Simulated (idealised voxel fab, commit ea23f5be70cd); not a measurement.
Title: Process Module voxel self aligned contacts
Cross-sectional view cut (width: 240 nm; square cell size: 5 nm).
In this document a cross-section is written as a grid of square cells. It is given as a series of bands, listed from the top down, and a band is one or more rows of cells. Within each band entry, the heights of the top and of the bottom of the band appear first, in that order and in nm; the materials of the band then follow from left to right, each with its corresponding width in nm. The designation "edge to edge" on a single material indicates that it fills the band from edge to edge; the designation "blank" indicates empty space. Basically, 0 is our baseline, since under it the wafer straight out of the box is all one material. The bottom band has no lower end and keeps on going down, so it looks like "z 0 and below". Quick explanation for "30 to 40": the width changes in equal steps down the rows of cells, from the first number in the band's top row to the second number in its bottom row. It should be understood that the words "no modifications", when stated for a given step, signify that the cross-section underwent no change in any of its cells during that step. Voids not open to the top, 8 cells minimum: see "Enclosed void list". Written width x height at distance; distance is from the left edge; nm. Where a step's line continues beyond its settings, the continuation is a remark by the simulator itself on that step. overlay nm: mask offset rightward from planned place, masked step; negative means leftward offset.

### Planned process steps
- 1: RECEIVE: material Si
- 2: OXIDIZE: depth nm 5
- 3: DIRECTIONAL_DEP: material polySi, thk nm 30
- 4: DIRECTIONAL_DEP: material SiN, thk nm 20
- 5: PATTERN: tone cover, mask id GATE, material resist, width nm 35, pitch nm 70, thk nm 15, overlay nm 0
- 6: DIRECTIONAL_ETCH: etch materials SiN, depth nm 20
- 7: DIRECTIONAL_ETCH: etch materials polySi, depth nm 30
- 8: STRIP: etch materials resist
- 9: CONFORMAL_DEP: material SiN, thk nm 10
- 10: DIRECTIONAL_ETCH: etch materials SiN, depth nm 10
- 11: FILL_DEP: material SiO2, thk nm 15
- 12: CMP: height nm 60
- 13: DIRECTIONAL_DEP: material aC, thk nm 10
- 14: PATTERN: tone open, mask id CONTACT, material resist, width nm 55, pitch nm 70, thk nm 30, overlay nm 0
- 15: DIRECTIONAL_ETCH: etch materials aC, depth nm 10
- 16: STRIP: etch materials resist
- 17: DIRECTIONAL_ETCH: etch materials SiO2, depth nm 65
- 18: STRIP: etch materials aC
- 19: CONFORMAL_DEP: material TiN, thk nm 5
- 20: FILL_DEP: material W, thk nm 5
- 21: CMP: height nm 60
- 22: CONFORMAL_DEP: material SiCN, thk nm 5

### The following pertains to the first of two wafers, which was processed as planned

### Cross-sectional view of the wafer in its as-received condition, corresponding to the state after step 1
  z 0 and below = Si edge to edge
  Enclosed void list: none

### Sectional view: wafer, after step 2
  z 0 to -5 = SiO2 edge to edge
  For the remainder of the cross-section, below -5, there is no change.

### Sectional view: wafer, after step 3
  z 30 to 0 = polySi edge to edge
  For the remainder of the cross-section, below 0, there is no change.

### Sectional view: wafer, after step 4
  z 50 to 30 = SiN edge to edge
  For the remainder of the cross-section, below 30, there is no change.

### Sectional view: wafer, after step 5
  z 65 to 50 = 30 blank, 35 resist, 35 blank, 35 resist, 35 blank, 35 resist, 35 blank
  For the remainder of the cross-section, below 50, there is no change.

### Sectional view: wafer, after step 6
  z 65 to 50 = 30 blank, 35 resist, 35 blank, 35 resist, 35 blank, 35 resist, 35 blank
  z 50 to 30 = 30 blank, 35 SiN, 35 blank, 35 SiN, 35 blank, 35 SiN, 35 blank
  For the remainder of the cross-section, below 30, there is no change.

### Sectional view: wafer, after step 7
  z 65 to 50 = 30 blank, 35 resist, 35 blank, 35 resist, 35 blank, 35 resist, 35 blank
  z 50 to 30 = 30 blank, 35 SiN, 35 blank, 35 SiN, 35 blank, 35 SiN, 35 blank
  z 30 to 0 = 30 blank, 35 polySi, 35 blank, 35 polySi, 35 blank, 35 polySi, 35 blank
  For the remainder of the cross-section, below 0, there is no change.

### Sectional view: wafer, after step 8
  z 50 to 30 = 30 blank, 35 SiN, 35 blank, 35 SiN, 35 blank, 35 SiN, 35 blank
  For the remainder of the cross-section, below 30, there is no change.

### Sectional view: wafer, after step 9
  z 60 to 30 = 20 blank, 55 SiN, 15 blank, 55 SiN, 15 blank, 55 SiN, 25 blank
  z 30 to 10 = 20 blank, 10 SiN, 35 polySi, 10 SiN, 15 blank, 10 SiN, 35 polySi, 10 SiN, 15 blank, 10 SiN, 35 polySi, 10 SiN, 25 blank
  z 10 to 0 = 30 SiN, 35 polySi, 35 SiN, 35 polySi, 35 SiN, 35 polySi, 35 SiN
  For the remainder of the cross-section, below 0, there is no change.

### Sectional view: wafer, after step 10
  z 50 to 30 = 20 blank, 55 SiN, 15 blank, 55 SiN, 15 blank, 55 SiN, 25 blank
  z 30 to 0 = 20 blank, 10 SiN, 35 polySi, 10 SiN, 15 blank, 10 SiN, 35 polySi, 10 SiN, 15 blank, 10 SiN, 35 polySi, 10 SiN, 25 blank
  For the remainder of the cross-section, below 0, there is no change.

### Sectional view: wafer, after step 11
  z 65 to 50 = SiO2 edge to edge
  z 50 to 30 = 20 SiO2, 55 SiN, 15 SiO2, 55 SiN, 15 SiO2, 55 SiN, 25 SiO2
  z 30 to 0 = 20 SiO2, 10 SiN, 35 polySi, 10 SiN, 15 SiO2, 10 SiN, 35 polySi, 10 SiN, 15 SiO2, 10 SiN, 35 polySi, 10 SiN, 25 SiO2
  For the remainder of the cross-section, below 0, there is no change.

### Sectional view: wafer, after step 12
  z 60 to 50 = SiO2 edge to edge
  For the remainder of the cross-section, below 50, there is no change.

### Sectional view: wafer, after step 13
  z 70 to 60 = aC edge to edge
  For the remainder of the cross-section, below 60, there is no change.

### Sectional view: wafer, after step 14
  z 100 to 70 = 55 resist, 55 blank, 15 resist, 55 blank, 60 resist
  For the remainder of the cross-section, below 70, there is no change.

### Sectional view: wafer, after step 15
  z 90 to 70 = 55 resist, 55 blank, 15 resist, 55 blank, 60 resist
  z 70 to 60 = 55 aC, 55 blank, 15 aC, 55 blank, 60 aC
  For the remainder of the cross-section, below 60, there is no change.

### Sectional view: wafer, after step 16
  z 70 to 60 = 55 aC, 55 blank, 15 aC, 55 blank, 60 aC
  For the remainder of the cross-section, below 60, there is no change.

### Sectional view: wafer, after step 17
  z 70 to 60 = 55 aC, 55 blank, 15 aC, 55 blank, 60 aC
  z 60 to 50 = 55 SiO2, 55 blank, 15 SiO2, 55 blank, 60 SiO2
  z 50 to 30 = 20 SiO2, 55 SiN, 15 blank, 55 SiN, 15 blank, 55 SiN, 25 SiO2
  z 30 to 0 = 20 SiO2, 10 SiN, 35 polySi, 10 SiN, 15 blank, 10 SiN, 35 polySi, 10 SiN, 15 blank, 10 SiN, 35 polySi, 10 SiN, 25 SiO2
  z 0 to -5 = 75 SiO2, 15 blank, 55 SiO2, 15 blank, 80 SiO2
  For the remainder of the cross-section, below -5, there is no change.

### Sectional view: wafer, after step 18
  z 60 to 50 = 55 SiO2, 55 blank, 15 SiO2, 55 blank, 60 SiO2
  For the remainder of the cross-section, below 50, there is no change.

### Sectional view: wafer, after step 19
  z 65 to 60 = 60 TiN, 45 blank, 25 TiN, 45 blank, 65 TiN
  z 60 to 50 = 55 SiO2, 5 to 25 TiN, 45 to 5 blank, 5 to 25 TiN, 15 SiO2, 5 to 25 TiN, 45 to 5 blank, 5 to 25 TiN, 60 SiO2
  z 50 to 30 = 20 SiO2, 55 SiN, 5 TiN, 5 blank, 5 TiN, 55 SiN, 5 TiN, 5 blank, 5 TiN, 55 SiN, 25 SiO2
  z 30 to 0 = 20 SiO2, 10 SiN, 35 polySi, 10 SiN, 5 TiN, 5 blank, 5 TiN, 10 SiN, 35 polySi, 10 SiN, 5 TiN, 5 blank, 5 TiN, 10 SiN, 35 polySi, 10 SiN, 25 SiO2
  z 0 to -5 = 75 SiO2, 15 TiN, 55 SiO2, 15 TiN, 80 SiO2
  For the remainder of the cross-section, below -5, there is no change.

### Sectional view: wafer, after step 20
  z 70 to 65 = W edge to edge
  z 65 to 60 = 60 TiN, 45 W, 25 TiN, 45 W, 65 TiN
  z 60 to 50 = 55 SiO2, 5 to 25 TiN, 45 to 5 W, 5 to 25 TiN, 15 SiO2, 5 to 25 TiN, 45 to 5 W, 5 to 25 TiN, 60 SiO2
  z 50 to 30 = 20 SiO2, 55 SiN, 5 TiN, 5 W, 5 TiN, 55 SiN, 5 TiN, 5 W, 5 TiN, 55 SiN, 25 SiO2
  z 30 to 0 = 20 SiO2, 10 SiN, 35 polySi, 10 SiN, 5 TiN, 5 W, 5 TiN, 10 SiN, 35 polySi, 10 SiN, 5 TiN, 5 W, 5 TiN, 10 SiN, 35 polySi, 10 SiN, 25 SiO2
  For the remainder of the cross-section, below 0, there is no change.

### Sectional view: wafer, after step 21
  z 60 to 50 = 55 SiO2, 5 to 25 TiN, 45 to 5 W, 5 to 25 TiN, 15 SiO2, 5 to 25 TiN, 45 to 5 W, 5 to 25 TiN, 60 SiO2
  For the remainder of the cross-section, below 50, there is no change.

### Sectional view: wafer, after step 22
  z 65 to 60 = SiCN edge to edge
  For the remainder of the cross-section, below 60, there is no change.

### Second wafer, same starting state and plan as the first, one mistake in the run, identical through step 13

### Cross-section of the second wafer at the time step 14 of the plan should have ended
  z 100 to 70 = 60 resist, 50 blank, 20 resist, 50 blank, 60 resist
  For the remainder of the cross-section, below 70, there is no change.

### Cross-section of the second wafer at the time step 15 of the plan should have ended
  z 90 to 70 = 60 resist, 50 blank, 20 resist, 50 blank, 60 resist
  z 70 to 60 = 60 aC, 50 blank, 20 aC, 50 blank, 60 aC
  For the remainder of the cross-section, below 60, there is no change.

### Cross-section of the second wafer at the time step 16 of the plan should have ended
  z 70 to 60 = 60 aC, 50 blank, 20 aC, 50 blank, 60 aC
  For the remainder of the cross-section, below 60, there is no change.

### Cross-section of the second wafer at the time step 17 of the plan should have ended
  z 70 to 60 = 60 aC, 50 blank, 20 aC, 50 blank, 60 aC
  z 60 to 50 = 60 SiO2, 50 blank, 20 SiO2, 50 blank, 60 SiO2
  z 50 to 30 = 20 SiO2, 55 SiN, 15 blank, 55 SiN, 15 blank, 55 SiN, 25 SiO2
  z 30 to 0 = 20 SiO2, 10 SiN, 35 polySi, 10 SiN, 15 blank, 10 SiN, 35 polySi, 10 SiN, 15 blank, 10 SiN, 35 polySi, 10 SiN, 25 SiO2
  z 0 to -5 = 75 SiO2, 15 blank, 55 SiO2, 15 blank, 80 SiO2
  For the remainder of the cross-section, below -5, there is no change.

### Cross-section of the second wafer at the time step 18 of the plan should have ended
  z 60 to 50 = 60 SiO2, 50 blank, 20 SiO2, 50 blank, 60 SiO2
  For the remainder of the cross-section, below 50, there is no change.

### Cross-section of the second wafer at the time step 19 of the plan should have ended
  z 65 to 60 = 65 TiN, 40 blank, 30 TiN, 40 blank, 65 TiN
  z 60 to 50 = 60 SiO2, 5 to 20 TiN, 40 to 5 blank, 5 to 25 TiN, 20 SiO2, 5 to 20 TiN, 40 to 5 blank, 5 to 25 TiN, 60 SiO2
  z 50 to 30 = 20 SiO2, 55 SiN, 5 TiN, 5 blank, 5 TiN, 55 SiN, 5 TiN, 5 blank, 5 TiN, 55 SiN, 25 SiO2
  z 30 to 0 = 20 SiO2, 10 SiN, 35 polySi, 10 SiN, 5 TiN, 5 blank, 5 TiN, 10 SiN, 35 polySi, 10 SiN, 5 TiN, 5 blank, 5 TiN, 10 SiN, 35 polySi, 10 SiN, 25 SiO2
  z 0 to -5 = 75 SiO2, 15 TiN, 55 SiO2, 15 TiN, 80 SiO2
  For the remainder of the cross-section, below -5, there is no change.

### Cross-section of the second wafer at the time step 20 of the plan should have ended
  z 70 to 65 = W edge to edge
  z 65 to 60 = 65 TiN, 40 W, 30 TiN, 40 W, 65 TiN
  z 60 to 50 = 60 SiO2, 5 to 20 TiN, 40 to 5 W, 5 to 25 TiN, 20 SiO2, 5 to 20 TiN, 40 to 5 W, 5 to 25 TiN, 60 SiO2
  z 50 to 30 = 20 SiO2, 55 SiN, 5 TiN, 5 W, 5 TiN, 55 SiN, 5 TiN, 5 W, 5 TiN, 55 SiN, 25 SiO2
  z 30 to 0 = 20 SiO2, 10 SiN, 35 polySi, 10 SiN, 5 TiN, 5 W, 5 TiN, 10 SiN, 35 polySi, 10 SiN, 5 TiN, 5 W, 5 TiN, 10 SiN, 35 polySi, 10 SiN, 25 SiO2
  For the remainder of the cross-section, below 0, there is no change.

### Cross-section of the second wafer at the time step 21 of the plan should have ended
  z 60 to 50 = 60 SiO2, 5 to 20 TiN, 40 to 5 W, 5 to 25 TiN, 20 SiO2, 5 to 20 TiN, 40 to 5 W, 5 to 25 TiN, 60 SiO2
  For the remainder of the cross-section, below 50, there is no change.

### Cross-section of the second wafer at the time step 22 of the plan should have ended
  z 65 to 60 = SiCN edge to edge
  For the remainder of the cross-section, below 60, there is no change.
What was the processing mistake? for step 14, the planned setting was not used; the step was instead run as PATTERN: tone open, mask id CONTACT, material resist, width nm 50, pitch nm 70, thk nm 30, overlay nm 0
The closing comparison, in cells, has the second wafer with more or fewer of some materials than the first: SiO2: 4 more | TiN: 2 fewer | W: 2 fewer
